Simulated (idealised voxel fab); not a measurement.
You're looking at the process module voxel self aligned contacts.
FYI the section here is cut, 170 nm wide, cells are 5 nm squares.
Cross-section = grid of square cells, listed top down in bands; band = one or more rows.
Quick guide to a band line: top height, bottom height (nm) up front; then every material left to right with its width in nm. Only one material and it's marked "full width"? Then it fills the band edge to edge. And "empty" just means empty space.
Heights are measured from 0, the level below which the as-received wafer is all one material; the lowest band has no bottom and continues downward, written as in "z 0 and below".
The width entry "30->40" should be interpreted row by row: the top row of cells in the band takes the first number, the bottom row takes the second number, and the change between adjacent rows is uniform throughout.
"stayed the same", as given for a step, is the statement that not any cell of the cross-section underwent a change during that step.
The list in "Enclosed cavity list" covers empty spaces of 8 cells or more that cannot reach the top through any open way, and it gives each as width x height at distance; the distance is from the left edge, and width, height and distance are in nm.
On a step's line, text after the settings is the simulator commenting on that step.
"overlay nm" answers the question of how far to the right of plan the mask lay on a step that has a mask, and when it is negative the answer is to the left.
The following list gives the planned process steps
1,RECEIVE with material Si
2,CONFORMAL_DEP with material SiO2, thk nm 5
3,DIRECTIONAL_DEP with material polySi, thk nm 30
4,DIRECTIONAL_DEP with material SiN, thk nm 25
5,MASKED_ETCH with tone cover, mask id GATE, width nm 30, pitch nm 70, etch materials SiN, depth nm 25, overlay nm 0
6,MASKED_ETCH with tone cover, mask id GATE, width nm 30, pitch nm 70, etch materials polySi, depth nm 30, overlay nm 0
7,CONFORMAL_DEP with material SiN, thk nm 10
8,DIRECTIONAL_ETCH with etch materials SiN, depth nm 10
9,FILL_DEP with material SiO2, thk nm 10
10,CMP with height nm 65
11,DIRECTIONAL_DEP with material aC, thk nm 15
12,PATTERN with tone open, mask id CONTACT, material resist, width nm 50, thk nm 35, overlay nm 0
13,DIRECTIONAL_ETCH with etch materials aC, depth nm 15
14,STRIP with etch materials resist
15,DIRECTIONAL_ETCH with etch materials SiO2, depth nm 65
16,STRIP with etch materials aC
17,CONFORMAL_DEP with material TiN, thk nm 5
18,FILL_DEP with material W, thk nm 5
19,CMP with height nm 65
20,CONFORMAL_DEP with material SiN, thk nm 5
Incoming wafer in cross-section (state: after step 1)
	z 0 and below  Si full width
	Enclosed cavity list: none
Wafer cross-section at module end: first of two, run to plan
	z 70 to 65  SiN full width
	z 65 to 60  SiO2 (60); TiN (20); W (10); TiN (20); SiO2 (60)
	z 60 to 35  SiO2 (25); SiN (50); TiN (5); W (10); TiN (5); SiN (50); SiO2 (25)
	z 35 to 5  SiO2 (25); SiN (10); polySi (30); SiN (10); TiN (5); W (10); TiN (5); SiN (10); polySi (30); SiN (10); SiO2 (25)
	z 5 to 0  SiO2 (75); TiN (20); SiO2 (75)
	z 0 and below  Si full width
	Enclosed cavity list: none
Cross-sectional view of the second of two wafers upon completion of the module. This wafer shared its starting condition and process plan with the first; one error was made during its execution
	z 70 to 65  SiN full width
	z 65 to 60  SiO2 (25); SiN (50); TiN (20); SiN (50); SiO2 (25)
	z 60 to 35  SiN full width
	z 35 to 5  polySi full width
	z 5 to 0  SiO2 full width
	z 0 and below  Si full width
	Enclosed cavity list: none
Deviation noted in wafer processing: step 4 of the plan was performed twice
Wafer comparison, final, in cells, second relative to first, materials more or fewer: 42 more of SiN | 120 fewer of SiO2 | 30 fewer of TiN | 24 fewer of W | 132 more of polySi
